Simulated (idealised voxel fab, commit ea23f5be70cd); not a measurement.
Name of the process module below: voxel self aligned vias
The figure presents cross-section cut, which has a width of 230 nm and is divided into square cells with an edge length of 5 nm.
Cross-section format: a grid of square cells, given as bands from top to bottom; each band is one or more rows of cells.
Basically the band line says how high the top is and how high the bottom is, in nm, and then what's in it from left to right, every material with its width in nm. Empty space shows up as "blank", and if a single material carries "everywhere" it runs the full band edge to edge.
Beneath 0, the wafer as received is one material, and that level is where height counting begins. The lowest band goes on downward without a bottom; it is written like "0 down".
You'd read "30->40" like this: the band's top row of cells is as wide as the first number, its bottom row is as wide as the second, and going down, every row changes width by the same amount as the row before did.
Where a step carries "no change", the cross-section came out of it unchanged, cell for cell.
Reported under the label "Enclosed internal voids" are the empty spaces having no open way to the top and comprising 8 cells or more; the notation for each is width x height at distance, in which the distance is measured from the left edge and all three values are in nm.
Step line, after settings: the simulator's comment on this step.
"overlay nm" on a masked step: distance the mask lay right of its planned place, negative for left.
Process steps (planned):
1: op RECEIVE | material Si
2: op CONFORMAL_DEP | material SiO2 | thk nm 10
3: op CONFORMAL_DEP | material SiCN | thk nm 5
4: op DIRECTIONAL_DEP | material SiO2 | thk nm 30
5: op DIRECTIONAL_DEP | material aC | thk nm 10
6: op PATTERN | tone open | mask id LINES | material resist | width nm 30 | pitch nm 55 | thk nm 30 | overlay nm 0
7: op DIRECTIONAL_ETCH | etch materials aC | depth nm 10
8: op STRIP | etch materials resist
9: op DIRECTIONAL_ETCH | etch materials SiO2 | depth nm 30
10: op STRIP | etch materials aC
11: op CONFORMAL_DEP | material TiN | thk nm 5
12: op FILL_DEP | material Ru | thk nm 5
13: op CMP | height nm 45
14: op SELECTIVE_ETCH | etch materials W Ru TiN | depth nm 10
15: op FILL_DEP | material SiN | thk nm 10
16: op CMP | height nm 45
17: op DIRECTIONAL_DEP | material SiO2 | thk nm 15
18: op DIRECTIONAL_DEP | material aC | thk nm 10
19: op PATTERN | tone open | mask id VIAS | material resist | width nm 40 | thk nm 30 | overlay nm 0
20: op DIRECTIONAL_ETCH | etch materials aC | depth nm 10
21: op STRIP | etch materials resist
22: op DIRECTIONAL_ETCH | etch materials SiO2 | depth nm 15
23: op DIRECTIONAL_ETCH | etch materials SiN | depth nm 10
24: op STRIP | etch materials aC
25: op CONFORMAL_DEP | material TiN | thk nm 5
26: op FILL_DEP | material Cu | thk nm 5
27: op CMP | height nm 60
28: op CONFORMAL_DEP | material SiN | thk nm 5
As received (post step 1): cross-section:
  0 down: Si everywhere
  Enclosed internal voids: none
Wafer cross-section at module end: first of two, run to plan:
  65 to 60: SiN everywhere
  60 to 50: SiO2 65 | TiN 5 | Cu 30 | TiN 5 | SiO2 125
  50 to 45: SiO2 65 | TiN 10 | Cu 20 | TiN 10 | SiO2 125
  45 to 40: SiO2 70 | TiN 5 | Cu 20 | TiN 5 | SiO2 25 | SiN 30 | SiO2 75
  40 to 35: SiO2 70 | TiN 30 | SiO2 25 | SiN 30 | SiO2 75
  35 to 20: SiO2 70 | TiN 5 | Ru 20 | TiN 5 | SiO2 25 | TiN 5 | Ru 20 | TiN 5 | SiO2 75
  20 to 15: SiO2 70 | TiN 30 | SiO2 25 | TiN 30 | SiO2 75
  15 to 10: SiCN everywhere
  10 to 0: SiO2 everywhere
  0 down: Si everywhere
  Enclosed internal voids: none
Module end: cross-section of wafer two of two. Same start and process plan as the first wafer. One mistake during execution:
  65 to 60: SiN everywhere
  60 to 50: SiO2 65 | TiN 5 | Cu 30 | TiN 5 | SiO2 125
  50 to 45: SiO2 65 | TiN 10 | Cu 25 | TiN 5 | SiO2 125
  45 to 40: SiO2 70 | TiN 5 | Cu 25 | TiN 5 | SiO2 20 | SiN 35 | SiO2 70
  40 to 35: SiO2 70 | TiN 35 | SiO2 20 | SiN 35 | SiO2 70
  35 to 20: SiO2 70 | TiN 5 | Ru 25 | TiN 5 | SiO2 20 | TiN 5 | Ru 25 | TiN 5 | SiO2 70
  20 to 15: SiO2 70 | TiN 35 | SiO2 20 | TiN 35 | SiO2 70
  15 to 10: SiCN everywhere
  10 to 0: SiO2 everywhere
  0 down: Si everywhere
  Enclosed internal voids: none
Plan not followed: step 6 deviated from plan and actually ran as op PATTERN | tone open | mask id LINES | material resist | width nm 35 | pitch nm 55 | thk nm 30 | overlay nm 0
Final wafer comparison in cells, second versus first, more or fewer per material: 2 more of Cu; 6 more of Ru; 2 more of SiN; 12 fewer of SiO2; 2 more of TiN
